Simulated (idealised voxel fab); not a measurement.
process module | voxel wiring stack
cross-section cut | 240 nm wide | cells 5 nm
A cross-section is a grid of square cells, given in bands from the top down. A band is one or more rows of cells.
Each band's line starts with the height of the band's top and of its bottom, in nm. Then come its materials from left to right, each with its width in nm. One material with "throughout" fills the band from edge to edge. "air" is empty space.
Height 0 is the level under which the wafer as received is all one material. The lowest band goes on downwards, as in "0 down".
A width such as "30 to 40" changes by the same amount from each row of cells to the next, from the band's top row to its bottom row.
"no change" after a step means that no cell of the cross-section changed.
closed voids: empty space of 8 cells or more with no open way to the top, each as width x height at its distance from the left edge, in nm
after a step's settings: what the simulator itself notes on the step
overlay nm, on a step with a mask: how far to the right of its planned place the mask lay; to the left if negative
plan
1 op RECEIVE | material Si
2 op CONFORMAL_DEP | material SiO2 | thk nm 10
3 op DIRECTIONAL_DEP | material TiN | thk nm 5
4 op DIRECTIONAL_DEP | material W | thk nm 25
5 op DIRECTIONAL_DEP | material aC | thk nm 15
6 op PATTERN | tone cover | mask id METAL_1 | material resist | width nm 25 | pitch nm 40 | thk nm 30 | overlay nm 0
7 op DIRECTIONAL_ETCH | etch materials aC | depth nm 15
8 op STRIP | etch materials resist
9 op DIRECTIONAL_ETCH | etch materials W | depth nm 25
10 op DIRECTIONAL_ETCH | etch materials TiN | depth nm 5
11 op STRIP | etch materials aC
12 op CONFORMAL_DEP | material SiCN | thk nm 5
13 op FILL_DEP | material lowk | thk nm 5
14 op CMP | height nm 40
15 op CONFORMAL_DEP | material SiCN | thk nm 5
16 op DIRECTIONAL_DEP | material SiO2 | thk nm 20
17 op MASKED_ETCH | tone open | mask id PLUG_1 | width nm 15 | pitch nm 80 | etch materials SiO2 | depth nm 20 | overlay nm 0
18 op MASKED_ETCH | tone open | mask id PLUG_1 | width nm 15 | pitch nm 80 | etch materials SiCN | depth nm 5 | overlay nm 0
19 op EPI | material Ru | thk nm 10
20 op EPI | material Ru | thk nm 10
21 op EPI | material Ru | thk nm 5
22 op CONFORMAL_DEP | material SiN | thk nm 5
23 op DIRECTIONAL_DEP | material lowk | thk nm 20
24 op DIRECTIONAL_DEP | material aC | thk nm 15
25 op PATTERN | tone open | mask id METAL_2 | material resist | width nm 25 | pitch nm 40 | thk nm 35 | overlay nm 0
26 op DIRECTIONAL_ETCH | etch materials aC | depth nm 15
27 op STRIP | etch materials resist
28 op DIRECTIONAL_ETCH | etch materials lowk | depth nm 20
29 op DIRECTIONAL_ETCH | etch materials SiN | depth nm 5
30 op STRIP | etch materials aC
31 op CONFORMAL_DEP | material TiN | thk nm 5
32 op FILL_DEP | material Cu | thk nm 10
33 op CMP | height nm 90
34 op EPI | material Ru | thk nm 5
35 op FILL_DEP | material SiCN | thk nm 5
as received, after step 1
  0 down: Si throughout
  closed voids: none
first wafer at the end, as planned
  100 to 95: SiCN throughout
  95 to 90: SiCN 40 | Ru 35 | SiCN 5 | Ru 35 | SiCN 5 | Ru 35 | SiCN 5 | Ru 35 | SiCN 45
  90 to 70: lowk 45 | TiN 5 | Cu 15 | TiN 5 | lowk 15 | TiN 5 | Cu 15 | TiN 5 | lowk 15 | TiN 5 | Cu 15 | TiN 5 | lowk 15 | TiN 5 | Cu 15 | TiN 5 | lowk 50
  70 to 65: SiN 45 | TiN 25 | SiN 15 | TiN 25 | SiN 15 | TiN 25 | SiN 15 | TiN 25 | SiN 50
  65 to 45: SiO2 45 | Ru 15 | SiO2 65 | Ru 15 | SiO2 100
  45 to 40: SiCN 45 | Ru 15 | SiCN 65 | Ru 15 | SiCN 100
  40 to 15: lowk 40 | SiCN 5 | W 25 | SiCN 5 | lowk 5 | SiCN 5 | W 25 | SiCN 5 | lowk 5 | SiCN 5 | W 25 | SiCN 5 | lowk 5 | SiCN 5 | W 25 | SiCN 5 | lowk 45
  15 to 10: SiCN 45 | TiN 25 | SiCN 15 | TiN 25 | SiCN 15 | TiN 25 | SiCN 15 | TiN 25 | SiCN 50
  10 to 0: SiO2 throughout
  0 down: Si throughout
  closed voids: none
second wafer at the end: like start, like plan, one mistake
  100 to 95: SiCN throughout
  95 to 90: SiCN 40 | Ru 35 | SiCN 5 | Ru 35 | SiCN 5 | Ru 35 | SiCN 5 | Ru 35 | SiCN 45
  90 to 70: lowk 45 | TiN 5 | Cu 15 | TiN 5 | lowk 15 | TiN 5 | Cu 15 | TiN 5 | lowk 15 | TiN 5 | Cu 15 | TiN 5 | lowk 15 | TiN 5 | Cu 15 | TiN 5 | lowk 50
  70 to 65: SiN 45 | TiN 25 | SiN 15 | TiN 25 | SiN 15 | TiN 25 | SiN 15 | TiN 25 | SiN 50
  65 to 60: SiCN 45 | SiN 5 | TiN 5 | SiN 5 | SiCN 65 | SiN 5 | TiN 5 | SiN 5 | SiCN 100
  60 to 40: SiO2 throughout
  40 to 15: lowk 40 | SiCN 5 | W 25 | SiCN 5 | lowk 5 | SiCN 5 | W 25 | SiCN 5 | lowk 5 | SiCN 5 | W 25 | SiCN 5 | lowk 5 | SiCN 5 | W 25 | SiCN 5 | lowk 45
  15 to 10: SiCN 45 | TiN 25 | SiCN 15 | TiN 25 | SiCN 15 | TiN 25 | SiCN 15 | TiN 25 | SiCN 50
  10 to 0: SiO2 throughout
  0 down: Si throughout
  closed voids: none
what went wrong: steps 15 and 16 were swapped
at the end the second wafer has, in cells: 30 fewer of Ru | 4 more of SiN | 24 more of SiO2 | 2 more of TiN
